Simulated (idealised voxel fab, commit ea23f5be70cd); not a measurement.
process module | voxel capacitor over wiring
cross-section cut | 295 nm wide | cells 5 nm
A cross-section is a grid of square cells, given in bands from the top down. A band is one or more rows of cells.
Each band's line starts with the height of the band's top and of its bottom, in nm. Then come its materials from left to right, each with its width in nm. One material with "throughout" fills the band from edge to edge. "air" is empty space.
Height 0 is the level under which the wafer as received is all one material. The lowest band goes on downwards, as in "0 down".
A width such as "30 to 40" changes by the same amount from each row of cells to the next, from the band's top row to its bottom row.
"no change" after a step means that no cell of the cross-section changed.
closed voids: empty space of 8 cells or more with no open way to the top, each as width x height at its distance from the left edge, in nm
after a step's settings: what the simulator itself notes on the step
overlay nm, on a step with a mask: how far to the right of its planned place the mask lay; to the left if negative
plan
1 op RECEIVE | material Si
2 op CONFORMAL_DEP | material SiO2 | thk nm 15
3 op CONFORMAL_DEP | material SiCN | thk nm 5
4 op DIRECTIONAL_DEP | material lowk | thk nm 15
5 op DIRECTIONAL_DEP | material aC | thk nm 10
6 op PATTERN | tone open | mask id METAL_1 | material resist | width nm 20 | pitch nm 85 | thk nm 30 | overlay nm 0
7 op DIRECTIONAL_ETCH | etch materials aC | depth nm 10
8 op STRIP | etch materials resist
9 op DIRECTIONAL_ETCH | etch materials lowk | depth nm 15
10 op DIRECTIONAL_ETCH | etch materials SiCN | depth nm 5
11 op STRIP | etch materials aC
12 op CONFORMAL_DEP | material TiN | thk nm 5
13 op FILL_DEP | material Cu | thk nm 10
14 op CMP | height nm 35
15 op CONFORMAL_DEP | material SiCN | thk nm 5
16 op DIRECTIONAL_DEP | material SiO2 | thk nm 20
17 op PATTERN | tone open | mask id PLUG_1 | material resist | width nm 15 | thk nm 20 | overlay nm 0
18 op DIRECTIONAL_ETCH | etch materials SiO2 | depth nm 20
19 op DIRECTIONAL_ETCH | etch materials SiCN | depth nm 5
20 op STRIP | etch materials resist
21 op EPI | material Ru | thk nm 10
22 op EPI | material Ru | thk nm 10
23 op EPI | material Ru | thk nm 5
24 op DIRECTIONAL_DEP | material TiN | thk nm 5
25 op DIRECTIONAL_DEP | material HfO2 | thk nm 5
26 op DIRECTIONAL_DEP | material TiN | thk nm 5
27 op DIRECTIONAL_DEP | material aC | thk nm 15
28 op PATTERN | tone cover | mask id UPPER_PLATE | material resist | width nm 70 | thk nm 35 | overlay nm 0
29 op DIRECTIONAL_ETCH | etch materials aC | depth nm 15
30 op STRIP | etch materials resist
31 op DIRECTIONAL_ETCH | etch materials TiN | depth nm 5
32 op DIRECTIONAL_ETCH | etch materials HfO2 | depth nm 5
33 op STRIP | etch materials aC
34 op DIRECTIONAL_DEP | material aC | thk nm 15
35 op PATTERN | tone cover | mask id LOWER_PLATE | material resist | width nm 80 | thk nm 35 | overlay nm 0
36 op DIRECTIONAL_ETCH | etch materials aC | depth nm 15
37 op STRIP | etch materials resist
38 op DIRECTIONAL_ETCH | etch materials TiN | depth nm 5
39 op STRIP | etch materials aC
40 op FILL_DEP | material SiO2 | thk nm 20
41 op CMP | height nm 90
42 op DIRECTIONAL_DEP | material aC | thk nm 15
43 op PATTERN | tone open | mask id PLUG_2 | material resist | width nm 15 | thk nm 35 | overlay nm 0
44 op DIRECTIONAL_ETCH | etch materials aC | depth nm 15
45 op STRIP | etch materials resist
46 op DIRECTIONAL_ETCH | etch materials SiO2 | depth nm 15
47 op STRIP | etch materials aC
48 op CONFORMAL_DEP | material TiN | thk nm 5
49 op FILL_DEP | material Cu | thk nm 10
50 op CMP | height nm 90
51 op CONFORMAL_DEP | material SiCN | thk nm 5
as received, after step 1
  0 down: Si throughout
  closed voids: none
first wafer at the end, as planned
  95 to 90: SiCN throughout
  90 to 80: SiO2 110 | TiN 5 | Cu 5 | TiN 5 | SiO2 170
  80 to 70: SiO2 110 to 100 | TiN 15 to 70 | SiO2 170 to 125
  70 to 65: SiO2 100 | HfO2 70 | SiO2 125
  65 to 60: SiO2 95 | TiN 80 | SiO2 120
  60 to 40: SiO2 100 | Ru 15 | SiO2 180
  40 to 35: SiCN 100 | Ru 15 | SiCN 180
  35 to 20: lowk 95 | TiN 5 | Cu 10 | TiN 5 | lowk 65 | TiN 5 | Cu 10 | TiN 5 | lowk 95
  20 to 15: SiCN 95 | TiN 20 | SiCN 65 | TiN 20 | SiCN 95
  15 to 0: SiO2 throughout
  0 down: Si throughout
  closed voids: none
second wafer at the end: like start, like plan, one mistake
  95 to 90: SiCN throughout
  90 to 80: SiO2 110 | TiN 5 | Cu 5 | TiN 5 | SiO2 170
  80 to 70: SiO2 110 to 115 | TiN 15 to 55 | SiO2 170 to 125
  70 to 65: SiO2 100 | TiN 15 | HfO2 55 | SiO2 125
  65 to 60: SiO2 95 | TiN 5 | HfO2 15 | TiN 60 | SiO2 120
  60 to 55: SiCN 100 | TiN 15 | SiCN 180
  55 to 35: SiO2 throughout
  35 to 20: lowk 95 | TiN 5 | Cu 10 | TiN 5 | lowk 65 | TiN 5 | Cu 10 | TiN 5 | lowk 95
  20 to 15: SiCN 95 | TiN 20 | SiCN 65 | TiN 20 | SiCN 95
  15 to 0: SiO2 throughout
  0 down: Si throughout
  closed voids: none
what went wrong: steps 15 and 16 were swapped
at the end the second wafer has, in cells: 15 fewer of Ru | 15 more of SiO2
